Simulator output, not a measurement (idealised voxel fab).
Title: Process Module voxel gate over fins
Section cut is 230 nm wide and gridded with 5 nm square cells.
Notation: cross-section as square-cell grid; stated in bands, top first, going down; one or more cell rows per band. The entry gives the band's vertical extent as a top height and a bottom height in nm, then its horizontal make-up as materials from left to right, each with a width in nm. "empty" stands for empty space; a single material marked "throughout" fills the band edge to edge. We count height from 0. Below that, the starting wafer is all one material. The lowest band never ends at the bottom but goes on down; see "from 0 down" for how that is written. Width: "30->40" (first number = top row, second number = bottom row, same change from row to row of cells). For the purposes of this document, the phrase "same as before" attached to a step denotes that no cell within the cross-section was modified by that step. Enclosed voids (no open way to top), threshold 8 cells or more, entry "Cavities, closed", notation width x height at distance, distance from left edge, nm. Step line, after settings: the simulator's comment on this step. The optional step-line setting "overlay nm" applies to steps with a mask and quantifies how far to the right of its planned location the mask lay, a negative value indicating leftward placement.

PROCESS STEPS FORESEEN IN THE PLAN
- 1: RECEIVE: material Si
- 2: CONFORMAL_DEP: material SiN, thk nm 10
- 3: PATTERN: tone cover, mask id FINS, material resist, width nm 15, pitch nm 35, thk nm 15, overlay nm 0
- 4: DIRECTIONAL_ETCH: etch materials SiN, depth nm 10
- 5: DIRECTIONAL_ETCH: etch materials Si, depth nm 30
- 6: STRIP: etch materials resist
- 7: OXIDIZE: depth nm 5
- 8: FILL_DEP: material SiO2, thk nm 15
- 9: CMP: height nm 10
- 10: SELECTIVE_ETCH: etch materials SiO2, depth nm 20
- 11: STRIP: etch materials SiN
- 12: CONFORMAL_DEP: material HfO2, thk nm 5
- 13: CONFORMAL_DEP: material TiN, thk nm 5
- 14: CONFORMAL_DEP: material TiAl, thk nm 5
- 15: CONFORMAL_DEP: material TiN, thk nm 5
- 16: FILL_DEP: material W, thk nm 10
- 17: CMP: height nm 25
- 18: CONFORMAL_DEP: material SiCN, thk nm 10

STEP 1 COMPLETE: CROSS-SECTION OF THE WAFER AS RECEIVED
* from 0 down: Si throughout
* Cavities, closed: none

END-OF-MODULE CROSS-SECTION OF THE FIRST OF TWO WAFERS, PROCESSED AS PLANNED
* from 35 to 25: SiCN throughout
* from 25 to 20: W throughout
* from 20 to 15: W (55) | TiN (115) | W (60)
* from 15 to 10: W (55) | TiN (5) | TiAl (105) | TiN (5) | W (60)
* from 10 to 5: TiN (60) | TiAl (5) | TiN (25) | TiAl (10) | TiN (25) | TiAl (10) | TiN (25) | TiAl (5) | TiN (65)
* from 5 to 0: TiAl (65) | TiN (5) | HfO2 (15) | TiN (5) | TiAl (10) | TiN (5) | HfO2 (15) | TiN (5) | TiAl (10) | TiN (5) | HfO2 (15) | TiN (5) | TiAl (70)
* from 0 to -5: TiN (70) | HfO2 (5) | Si (5) | HfO2 (5) | TiN (20) | HfO2 (5) | Si (5) | HfO2 (5) | TiN (20) | HfO2 (5) | Si (5) | HfO2 (5) | TiN (75)
* from -5 to -10: HfO2 (75) | Si (5) | HfO2 (30) | Si (5) | HfO2 (30) | Si (5) | HfO2 (80)
* from -10 to -35: SiO2 (75) | Si (5) | SiO2 (30) | Si (5) | SiO2 (30) | Si (5) | SiO2 (80)
* from -35 down: Si throughout
* Cavities, closed: none

HERE IS THE SECOND OF THE TWO WAFERS CUT OPEN AT THE END OF THE MODULE - SAME START, SAME PLAN AS THE FIRST ONE, BUT WE MADE ONE MISTAKE RUNNING IT
* from 35 to 25: SiCN throughout
* from 25 to 20: W throughout
* from 20 to 15: W (55) | TiN (115) | W (60)
* from 15 to 10: W (55) | TiN (5) | TiAl (105) | TiN (5) | W (60)
* from 10 to 5: TiN (60) | TiAl (5) | TiN (25) | TiAl (10) | TiN (25) | TiAl (10) | TiN (25) | TiAl (5) | TiN (65)
* from 5 to 0: TiAl (65) | TiN (5) | HfO2 (15) | TiN (5) | TiAl (10) | TiN (5) | HfO2 (15) | TiN (5) | TiAl (10) | TiN (5) | HfO2 (15) | TiN (5) | TiAl (70)
* from 0 to -5: TiN (70) | HfO2 (5) | Si (5) | HfO2 (5) | TiN (20) | HfO2 (5) | Si (5) | HfO2 (5) | TiN (20) | HfO2 (5) | Si (5) | HfO2 (5) | TiN (75)
* from -5 to -10: HfO2 (75) | Si (5) | HfO2 (30) | Si (5) | HfO2 (30) | Si (5) | HfO2 (80)
* from -10 to -30: SiO2 (75) | Si (5) | SiO2 (30) | Si (5) | SiO2 (30) | Si (5) | SiO2 (80)
* from -30 down: Si throughout
* Cavities, closed: none
The plan and the run diverged here: step 5 ran differently from the plan; actual operation with settings: DIRECTIONAL_ETCH: etch materials Si, depth nm 25
Materials where the second wafer ends with more or fewer cells than the first: +43 Si, -43 SiO2
